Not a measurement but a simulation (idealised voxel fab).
This section sets out a process module, namely voxel spacer lines.
In the cross-section labelled cut, the width is 255 nm and each square cell is 5 nm.
Cross-section = grid of square cells, listed top down in bands; band = one or more rows.
Read a band's entry like this: the first values are the height of its top and the height of its bottom in nm, and what follows is the sequence of materials from left to right, each with its width in nm. Note that "blank" is empty space, and that a single material marked "everywhere" reaches across the band from edge to edge.
The level at which height equals 0 is the one under which the wafer, as it arrives, is entirely one material. No lower edge exists for the bottom band, which continues downward and is notated as in "z 0 and below".
A width such as "30 to 40" changes by the same amount from each row of cells to the next, from the band's top row to its bottom row.
When a step is marked "no change occurred", none of the cells in the cross-section changed during that step.
Entry "Fully closed voids". Content: empty spaces with no open connection to the top, size 8 cells or greater. Each: width x height at distance. Distance: from left edge. Unit: nm.
Whatever follows a step's settings on its line is a remark the simulator itself makes about that step.
overlay nm: right-of-plan distance of the mask on a masked step; negative values mean left-of-plan.
PROCESS STEPS FORESEEN IN THE PLAN
1. RECEIVE, material Si
2. CONFORMAL_DEP, material Al2O3, thk nm 10
3. DIRECTIONAL_DEP, material W, thk nm 15
4. DIRECTIONAL_DEP, material aC, thk nm 30
5. PATTERN, tone cover, mask id MANDREL, material resist, width nm 25, pitch nm 80, thk nm 40, overlay nm 0
6. DIRECTIONAL_ETCH, etch materials aC, depth nm 30
7. STRIP, etch materials resist
8. CONFORMAL_DEP, material SiN, thk nm 5
9. DIRECTIONAL_ETCH, etch materials SiN, depth nm 15
10. STRIP, etch materials aC
11. DIRECTIONAL_ETCH, etch materials W, depth nm 15
12. STRIP, etch materials SiN
It is noted that the wafers described herein are identical at the outset and are distinguished by the thk nm of step 8; the value stated in the plan corresponds to the first wafer.
AFTER STEP 1, AS RECEIVED: FIRST OF SEVERAL WAFERS, CROSS-SECTION
- z 0 and below | Si everywhere
- Fully closed voids: none
ONCE STEP 12, THE LAST STEP, IS COMPLETE, THE MODULE IS AT ITS END; THIS IS THE CROSS-SECTION OF THE FIRST OF SEVERAL WAFERS
- z 25 to 10 | 30 of blank, then 5 of W, then 25 of blank, then 5 of W, then 45 of blank, then 5 of W, then 25 of blank, then 5 of W, then 45 of blank, then 5 of W, then 25 of blank, then 5 of W, then 30 of blank
- z 10 to 0 | Al2O3 everywhere
- z 0 and below | Si everywhere
- Fully closed voids: none
END OF MODULE: CROSS-SECTION, LAST OF SEVERAL WAFERS
- z 55 to 25 | 35 of blank, then 25 of aC, then 55 of blank, then 25 of aC, then 55 of blank, then 25 of aC, then 35 of blank
- z 25 to 10 | W everywhere
- z 10 to 0 | Al2O3 everywhere
- z 0 and below | Si everywhere
- Fully closed voids: none
HEADS UP, THIS TABLE GOES WAFER BY WAFER. A ROW TELLS YOU, AT THE END OF THE MODULE, HOW MANY CELLS OF EACH MATERIAL THAT WAFER HAS PUT ON (+) OR DROPPED (-) SINCE IT WAS RECEIVED, AND THEN ITS CLOSED VOIDS
thk nm 5; +102 Al2O3; +18 W; Fully closed voids: none
thk nm 10; +102 Al2O3; +36 W; Fully closed voids: none
thk nm 15; +102 Al2O3; +54 W; Fully closed voids: none
thk nm 20; +102 Al2O3; +153 W; +90 aC; Fully closed voids: none
thk nm 25; +102 Al2O3; +153 W; +90 aC; Fully closed voids: none
thk nm 30; +102 Al2O3; +153 W; +90 aC; Fully closed voids: none
